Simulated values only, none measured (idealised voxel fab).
process module | voxel transistor to metal
cross-section cut | 160 nm wide | cells 5 nm
A cross-section is a grid of square cells, given in bands from the top down. A band is one or more rows of cells.
Each band's line starts with the height of the band's top and of its bottom, in nm. Then come its materials from left to right, each with its width in nm. One material with "throughout" fills the band from edge to edge. "air" is empty space.
Height 0 is the level under which the wafer as received is all one material. The lowest band goes on downwards, as in "0 down".
A width such as "30 to 40" changes by the same amount from each row of cells to the next, from the band's top row to its bottom row.
"no change" after a step means that no cell of the cross-section changed.
closed voids: empty space of 8 cells or more with no open way to the top, each as width x height at its distance from the left edge, in nm
after a step's settings: what the simulator itself notes on the step
overlay nm, on a step with a mask: how far to the right of its planned place the mask lay; to the left if negative
plan
1 op RECEIVE | material Si
2 op CONFORMAL_DEP | material SiO2 | thk nm 5
3 op CONFORMAL_DEP | material SiN | thk nm 10
4 op PATTERN | tone cover | mask id ACTIVE | material resist | width nm 100 | thk nm 20 | overlay nm 0
5 op DIRECTIONAL_ETCH | etch materials SiN | depth nm 10
6 op DIRECTIONAL_ETCH | etch materials SiO2 | depth nm 5
7 op DIRECTIONAL_ETCH | etch materials Si | depth nm 30
8 op STRIP | etch materials resist
9 op OXIDIZE | depth nm 5
10 op FILL_DEP | material SiO2 | thk nm 15
11 op CMP | height nm 15
12 op SELECTIVE_ETCH | etch materials SiO2 | depth nm 5
13 op STRIP | etch materials SiN
14 op SELECTIVE_ETCH | etch materials SiO2 | depth nm 5
15 op OXIDIZE | depth nm 5
16 op DIRECTIONAL_DEP | material polySi | thk nm 25
17 op DIRECTIONAL_DEP | material SiCN | thk nm 15
18 op DIRECTIONAL_DEP | material aC | thk nm 15
19 op PATTERN | tone cover | mask id GATE | material resist | width nm 30 | thk nm 30 | overlay nm 0
20 op DIRECTIONAL_ETCH | etch materials aC | depth nm 15
21 op STRIP | etch materials resist
22 op DIRECTIONAL_ETCH | etch materials SiCN | depth nm 25
23 op DIRECTIONAL_ETCH | etch materials polySi | depth nm 35
24 op STRIP | etch materials aC
25 op CONFORMAL_DEP | material SiN | thk nm 5
26 op DIRECTIONAL_ETCH | etch materials SiN | depth nm 5
27 op DIRECTIONAL_ETCH | etch materials SiO2 | depth nm 5
28 op DIRECTIONAL_ETCH | etch materials Si | depth nm 15
29 op EPI | material pSi | thk nm 15
30 op FILL_DEP | material SiO2 | thk nm 10
31 op CMP | height nm 25
32 op STRIP | etch materials polySi
33 op SELECTIVE_ETCH | etch materials SiO2 | depth nm 5
34 op CONFORMAL_DEP | material HfO2 | thk nm 5
35 op CONFORMAL_DEP | material TiN | thk nm 5
36 op FILL_DEP | material W | thk nm 5
37 op CMP | height nm 20
38 op DIRECTIONAL_DEP | material SiO2 | thk nm 10
39 op MASKED_ETCH | tone open | mask id CONTACT | width nm 15 | pitch nm 75 | etch materials SiO2 | depth nm 35 | overlay nm 0
40 op CONFORMAL_DEP | material TiN | thk nm 5
41 op FILL_DEP | material Ru | thk nm 5
42 op CMP | height nm 30
43 op CONFORMAL_DEP | material SiN | thk nm 5
44 op DIRECTIONAL_DEP | material SiO2 | thk nm 25
45 op PATTERN | tone open | mask id METAL_1 | material resist | width nm 15 | pitch nm 75 | thk nm 20 | overlay nm 0
46 op DIRECTIONAL_ETCH | etch materials SiO2 | depth nm 25
47 op DIRECTIONAL_ETCH | etch materials SiN | depth nm 5
48 op STRIP | etch materials resist
49 op CONFORMAL_DEP | material TiN | thk nm 5
50 op FILL_DEP | material Cu | thk nm 10
51 op CMP | height nm 60
52 op EPI | material Ru | thk nm 5
53 op FILL_DEP | material SiCN | thk nm 5
as received, after step 1
  0 down: Si throughout
  closed voids: none
a wafer at the end: this start, this plan, one mistake
  70 to 65: SiCN throughout
  65 to 60: SiCN 30 | Ru 25 | SiCN 50 | Ru 25 | SiCN 30
  60 to 35: SiO2 35 | TiN 5 | Cu 5 | TiN 5 | SiO2 60 | TiN 5 | Cu 5 | TiN 5 | SiO2 35
  35 to 30: SiN 35 | TiN 15 | SiN 60 | TiN 15 | SiN 35
  30 to 15: SiO2 35 | TiN 5 | Ru 5 | TiN 5 | SiO2 60 | TiN 5 | Ru 5 | TiN 5 | SiO2 35
  15 to 10: SiO2 35 | TiN 15 | SiO2 10 | SiN 5 | SiCN 30 | SiN 5 | SiO2 10 | TiN 15 | SiO2 35
  10 to 5: SiO2 35 | TiN 10 | pSi 15 | SiN 5 | SiCN 30 | SiN 5 | pSi 15 | TiN 10 | SiO2 35
  5 to 0: SiO2 25 | SiN 5 | SiO2 5 | TiN 10 | pSi 15 | SiN 5 | SiCN 30 | SiN 5 | pSi 15 | TiN 10 | SiO2 5 | SiN 5 | SiO2 25
  0 to -5: SiO2 35 | TiN 10 | pSi 15 | SiO2 40 | pSi 15 | TiN 10 | SiO2 35
  -5 to -20: SiO2 35 | pSi 25 | Si 40 | pSi 25 | SiO2 35
  -20 to -35: SiO2 35 | Si 90 | SiO2 35
  -35 down: Si throughout
  closed voids: none
what went wrong: step 16 was left out
